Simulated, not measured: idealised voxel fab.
This is a process module. Its name is voxel quadruple lines.
Section shown: cut. Width: 235 nm. Cell size: 5 nm, square.
A cross-section is a grid of square cells, given in bands from the top down. A band is one or more rows of cells.
A band entry consists of two parts. The first gives the height of the band's top and the height of its bottom, in nm. The rest lists the band's materials from left to right, each with its width in nm. A single material labelled with the word "full width" fills the band from edge to edge, and the word "blank" marks empty space.
The level at which height equals 0 is the one under which the wafer, as it arrives, is entirely one material. No lower edge exists for the bottom band, which continues downward and is notated as in "0 and below".
The width entry "30->40" should be interpreted row by row: the top row of cells in the band takes the first number, the bottom row takes the second number, and the change between adjacent rows is uniform throughout.
When a step is marked "nothing got changed", none of the cells in the cross-section changed during that step.
Under "Closed internal cavities" you'll find the enclosed gaps, the ones with no way out to the top, that are 8 cells or bigger; each reads width x height at distance, with distance counted from the left edge, everything in nm.
It should be noted that, on the line of a given step, the content following the step's settings is a remark produced by the simulator itself with respect to that step.
overlay nm: mask offset rightward from planned place, masked step; negative means leftward offset.

# Steps in the process plan
1,RECEIVE,material Si
2,CONFORMAL_DEP,material SiO2,thk nm 5
3,DIRECTIONAL_DEP,material Ru,thk nm 15
4,DIRECTIONAL_DEP,material polySi,thk nm 15
5,DIRECTIONAL_DEP,material aC,thk nm 25
6,PATTERN,tone cover,mask id MANDREL,material resist,width nm 25,pitch nm 80,thk nm 35,overlay nm 0
7,DIRECTIONAL_ETCH,etch materials aC,depth nm 25
8,STRIP,etch materials resist
9,CONFORMAL_DEP,material SiO2,thk nm 15
10,DIRECTIONAL_ETCH,etch materials SiO2,depth nm 15
11,STRIP,etch materials aC
12,DIRECTIONAL_ETCH,etch materials polySi,depth nm 15
13,STRIP,etch materials SiO2
14,CONFORMAL_DEP,material SiCN,thk nm 5
15,DIRECTIONAL_ETCH,etch materials SiCN,depth nm 5
16,STRIP,etch materials polySi
17,DIRECTIONAL_ETCH,etch materials Ru,depth nm 15
18,STRIP,etch materials SiCN

# Wafer at receipt (post step 1), cross-section
0 and below | Si full width
Closed internal cavities: none

# Cross-sectional result after module completion. Note: starting condition and plan are unchanged from above; one processing mistake was made
20 down to 5 | blank 40 | Ru 5 | blank 15 | Ru 5 | blank 25 | Ru 5 | blank 15 | Ru 5 | blank 5 | Ru 5 | blank 15 | Ru 5 | blank 25 | Ru 5 | blank 15 | Ru 5 | blank 40
5 down to 0 | SiO2 full width
0 and below | Si full width
Closed internal cavities: none
What was the processing mistake? heads up, step 6 didn't go per plan, it actually ran as PATTERN,tone cover,mask id MANDREL,material resist,width nm 35,pitch nm 80,thk nm 35,overlay nm 0
